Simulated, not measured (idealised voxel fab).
process module | voxel double patterning
cross-section cut | 255 nm wide | cells 5 nm
A cross-section is a grid of square cells, given in bands from the top down. A band is one or more rows of cells.
Each band's line starts with the height of the band's top and of its bottom, in nm. Then come its materials from left to right, each with its width in nm. One material with "throughout" fills the band from edge to edge. "air" is empty space.
Height 0 is the level under which the wafer as received is all one material. The lowest band goes on downwards, as in "0 down".
A width such as "30 to 40" changes by the same amount from each row of cells to the next, from the band's top row to its bottom row.
"no change" after a step means that no cell of the cross-section changed.
closed voids: empty space of 8 cells or more with no open way to the top, each as width x height at its distance from the left edge, in nm
after a step's settings: what the simulator itself notes on the step
overlay nm, on a step with a mask: how far to the right of its planned place the mask lay; to the left if negative
plan
1 op RECEIVE | material Si
2 op CONFORMAL_DEP | material SiO2 | thk nm 5
3 op DIRECTIONAL_DEP | material W | thk nm 15
4 op DIRECTIONAL_DEP | material SiCN | thk nm 10
5 op DIRECTIONAL_DEP | material aC | thk nm 15
6 op PATTERN | tone open | mask id FIRST | material resist | width nm 15 | pitch nm 50 | thk nm 30 | overlay nm 0
7 op DIRECTIONAL_ETCH | etch materials aC | depth nm 15
8 op STRIP | etch materials resist
9 op DIRECTIONAL_ETCH | etch materials SiCN | depth nm 10
10 op STRIP | etch materials aC
11 op PATTERN | tone open | mask id SECOND | material resist | width nm 15 | thk nm 20 | overlay nm 0
12 op DIRECTIONAL_ETCH | etch materials SiCN | depth nm 10
13 op STRIP | etch materials resist
14 op DIRECTIONAL_ETCH | etch materials W | depth nm 15
15 op STRIP | etch materials SiCN
as received, after step 1
  0 down: Si throughout
  closed voids: none
a wafer at the end: this start, this plan, one mistake
  20 to 5: W 90 | air 15 | W 15 | air 15 | W 5 | air 15 | W 100
  5 to 0: SiO2 throughout
  0 down: Si throughout
  closed voids: none
what went wrong: step 6 ran as: op PATTERN | tone open | mask id FIRST | material resist | width nm 15 | pitch nm 50 | thk nm 30 | overlay nm -5
